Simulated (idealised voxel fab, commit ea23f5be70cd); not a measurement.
process module | voxel capacitor over wiring
cross-section cut | 265 nm wide | cells 5 nm
A cross-section is a grid of square cells, given in bands from the top down. A band is one or more rows of cells.
Each band's line starts with the height of the band's top and of its bottom, in nm. Then come its materials from left to right, each with its width in nm. One material with "throughout" fills the band from edge to edge. "air" is empty space.
Height 0 is the level under which the wafer as received is all one material. The lowest band goes on downwards, as in "0 down".
A width such as "30 to 40" changes by the same amount from each row of cells to the next, from the band's top row to its bottom row.
"no change" after a step means that no cell of the cross-section changed.
closed voids: empty space of 8 cells or more with no open way to the top, each as width x height at its distance from the left edge, in nm
after a step's settings: what the simulator itself notes on the step
overlay nm, on a step with a mask: how far to the right of its planned place the mask lay; to the left if negative
plan
1 op RECEIVE | material Si
2 op CONFORMAL_DEP | material SiO2 | thk nm 10
3 op DIRECTIONAL_DEP | material TiN | thk nm 5
4 op DIRECTIONAL_DEP | material W | thk nm 20
5 op PATTERN | tone cover | mask id METAL_1 | material resist | width nm 25 | pitch nm 75 | thk nm 20 | overlay nm 0
6 op DIRECTIONAL_ETCH | etch materials W | depth nm 20
7 op DIRECTIONAL_ETCH | etch materials TiN | depth nm 5
8 op STRIP | etch materials resist
9 op FILL_DEP | material lowk | thk nm 10
10 op CMP | height nm 35
11 op CONFORMAL_DEP | material SiCN | thk nm 5
12 op DIRECTIONAL_DEP | material lowk | thk nm 20
13 op DIRECTIONAL_DEP | material aC | thk nm 15
14 op PATTERN | tone open | mask id PLUG_1 | material resist | width nm 15 | thk nm 30 | overlay nm 0
15 op DIRECTIONAL_ETCH | etch materials aC | depth nm 15
16 op STRIP | etch materials resist
17 op DIRECTIONAL_ETCH | etch materials lowk | depth nm 20
18 op DIRECTIONAL_ETCH | etch materials SiCN | depth nm 5
19 op STRIP | etch materials aC
20 op EPI | material Ru | thk nm 10
21 op EPI | material Ru | thk nm 10
22 op EPI | material Ru | thk nm 5
23 op DIRECTIONAL_DEP | material TiN | thk nm 5
24 op DIRECTIONAL_DEP | material SiN | thk nm 5
25 op DIRECTIONAL_DEP | material TiN | thk nm 10
26 op DIRECTIONAL_DEP | material aC | thk nm 15
27 op PATTERN | tone cover | mask id UPPER_PLATE | material resist | width nm 55 | thk nm 30 | overlay nm 0
28 op DIRECTIONAL_ETCH | etch materials aC | depth nm 15
29 op STRIP | etch materials resist
30 op DIRECTIONAL_ETCH | etch materials TiN | depth nm 10
31 op DIRECTIONAL_ETCH | etch materials SiN | depth nm 5
32 op STRIP | etch materials aC
33 op MASKED_ETCH | tone cover | mask id LOWER_PLATE | width nm 65 | etch materials TiN | depth nm 5 | overlay nm 0
34 op FILL_DEP | material SiO2 | thk nm 15
35 op CMP | height nm 90
36 op DIRECTIONAL_DEP | material aC | thk nm 15
37 op PATTERN | tone open | mask id PLUG_2 | material resist | width nm 15 | thk nm 30 | overlay nm -15
38 op DIRECTIONAL_ETCH | etch materials aC | depth nm 15
39 op STRIP | etch materials resist
40 op DIRECTIONAL_ETCH | etch materials SiO2 | depth nm 10
41 op STRIP | etch materials aC
42 op CONFORMAL_DEP | material TiN | thk nm 5
43 op FILL_DEP | material W | thk nm 10
44 op CMP | height nm 90
45 op CONFORMAL_DEP | material SiCN | thk nm 5
varied across the wafers: overlay nm of step 37. The plan shows the first wafer's value. All wafers start alike
first wafer as received, after step 1
  0 down: Si throughout
  closed voids: none
first wafer at the end, after step 45
  95 to 90: SiCN throughout
  90 to 85: SiO2 85 | TiN 5 | W 5 | TiN 5 | SiO2 165
  85 to 80: SiO2 85 | TiN 15 | SiO2 165
  80 to 70: SiO2 90 | TiN 55 | SiO2 120
  70 to 65: SiO2 90 | SiN 55 | SiO2 120
  65 to 60: SiO2 85 | TiN 65 | SiO2 115
  60 to 40: lowk 90 | Ru 15 | lowk 160
  40 to 35: SiCN 90 | Ru 15 | SiCN 160
  35 to 15: lowk 80 | W 25 | lowk 50 | W 25 | lowk 85
  15 to 10: lowk 80 | TiN 25 | lowk 50 | TiN 25 | lowk 85
  10 to 0: SiO2 throughout
  0 down: Si throughout
  closed voids: none
last wafer at the end
  95 to 90: SiCN throughout
  90 to 85: SiO2 115 | TiN 5 | W 5 | TiN 5 | SiO2 135
  85 to 80: SiO2 115 | TiN 15 | SiO2 135
  80 to 70: SiO2 90 | TiN 55 | SiO2 120
  70 to 65: SiO2 90 | SiN 55 | SiO2 120
  65 to 60: SiO2 85 | TiN 65 | SiO2 115
  60 to 40: lowk 90 | Ru 15 | lowk 160
  40 to 35: SiCN 90 | Ru 15 | SiCN 160
  35 to 15: lowk 80 | W 25 | lowk 50 | W 25 | lowk 85
  15 to 10: lowk 80 | TiN 25 | lowk 50 | TiN 25 | lowk 85
  10 to 0: SiO2 throughout
  0 down: Si throughout
  closed voids: none
each wafer at the end: cells of each material gained (+) or lost (-) since it was received, then its closed voids
overlay nm -15 | +15 Ru | +103 SiCN | +11 SiN | +372 SiO2 | +50 TiN | +41 W | +415 lowk | closed voids: none
overlay nm -10 | +15 Ru | +103 SiCN | +11 SiN | +372 SiO2 | +50 TiN | +41 W | +415 lowk | closed voids: none
overlay nm -5 | +15 Ru | +103 SiCN | +11 SiN | +372 SiO2 | +50 TiN | +41 W | +415 lowk | closed voids: none
overlay nm 0 | +15 Ru | +103 SiCN | +11 SiN | +372 SiO2 | +50 TiN | +41 W | +415 lowk | closed voids: none
overlay nm 5 | +15 Ru | +103 SiCN | +11 SiN | +372 SiO2 | +50 TiN | +41 W | +415 lowk | closed voids: none
overlay nm 10 | +15 Ru | +103 SiCN | +11 SiN | +372 SiO2 | +50 TiN | +41 W | +415 lowk | closed voids: none
overlay nm 15 | +15 Ru | +103 SiCN | +11 SiN | +372 SiO2 | +50 TiN | +41 W | +415 lowk | closed voids: none
